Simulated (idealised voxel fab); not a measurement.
process module | voxel ribs on slabs
cross-section cut | 140 nm wide | cells 5 nm
A cross-section is a grid of square cells, given in bands from the top down. A band is one or more rows of cells.
Each band's line starts with the height of the band's top and of its bottom, in nm. Then come its materials from left to right, each with its width in nm. One material with "throughout" fills the band from edge to edge. "air" is empty space.
Height 0 is the level under which the wafer as received is all one material. The lowest band goes on downwards, as in "0 down".
A width such as "30 to 40" changes by the same amount from each row of cells to the next, from the band's top row to its bottom row.
"no change" after a step means that no cell of the cross-section changed.
closed voids: empty space of 8 cells or more with no open way to the top, each as width x height at its distance from the left edge, in nm
after a step's settings: what the simulator itself notes on the step
overlay nm, on a step with a mask: how far to the right of its planned place the mask lay; to the left if negative
plan
1 op RECEIVE | material Si
2 op DIRECTIONAL_DEP | material SiO2 | thk nm 25
3 op DIRECTIONAL_DEP | material polySi | thk nm 25
4 op MASKED_ETCH | tone cover | mask id RIB | width nm 25 | etch materials polySi | depth nm 20 | overlay nm 0
5 op MASKED_ETCH | tone cover | mask id SLAB | width nm 85 | etch materials polySi | depth nm 5 | overlay nm 0
6 op FILL_DEP | material SiO2 | thk nm 15
7 op CMP | height nm 60
8 op DIRECTIONAL_DEP | material TiN | thk nm 10
9 op MASKED_ETCH | tone cover | mask id HEATER | width nm 35 | etch materials TiN | depth nm 10 | overlay nm 0
10 op CONFORMAL_DEP | material SiO2 | thk nm 5
first wafer, as planned
as received, after step 1
  0 down: Si throughout
  closed voids: none
after step 2
  25 to 0: SiO2 throughout
  below 0: unchanged
after step 3
  50 to 25: polySi throughout
  below 25: unchanged
after step 4
  50 to 30: air 55 | polySi 25 | air 60
  below 30: unchanged
after step 5
  50 to 30: air 55 | polySi 25 | air 60
  30 to 25: air 25 | polySi 85 | air 30
  below 25: unchanged
after step 6
  65 to 50: SiO2 throughout
  50 to 30: SiO2 55 | polySi 25 | SiO2 60
  30 to 25: SiO2 25 | polySi 85 | SiO2 30
  below 25: unchanged
after step 7
  60 to 50: SiO2 throughout
  below 50: unchanged
after step 8
  70 to 60: TiN throughout
  below 60: unchanged
after step 9
  70 to 60: air 50 | TiN 35 | air 55
  below 60: unchanged
after step 10
  75 to 70: air 45 | SiO2 45 | air 50
  70 to 65: air 45 | SiO2 5 | TiN 35 | SiO2 5 | air 50
  65 to 60: SiO2 50 | TiN 35 | SiO2 55
  below 60: unchanged
second wafer: like start, like plan, one mistake. Through step 9 it matches the first wafer
when step 10 should have ended: no change
what went wrong: step 10 was left out
at the end the second wafer has, in cells: 32 fewer of SiO2
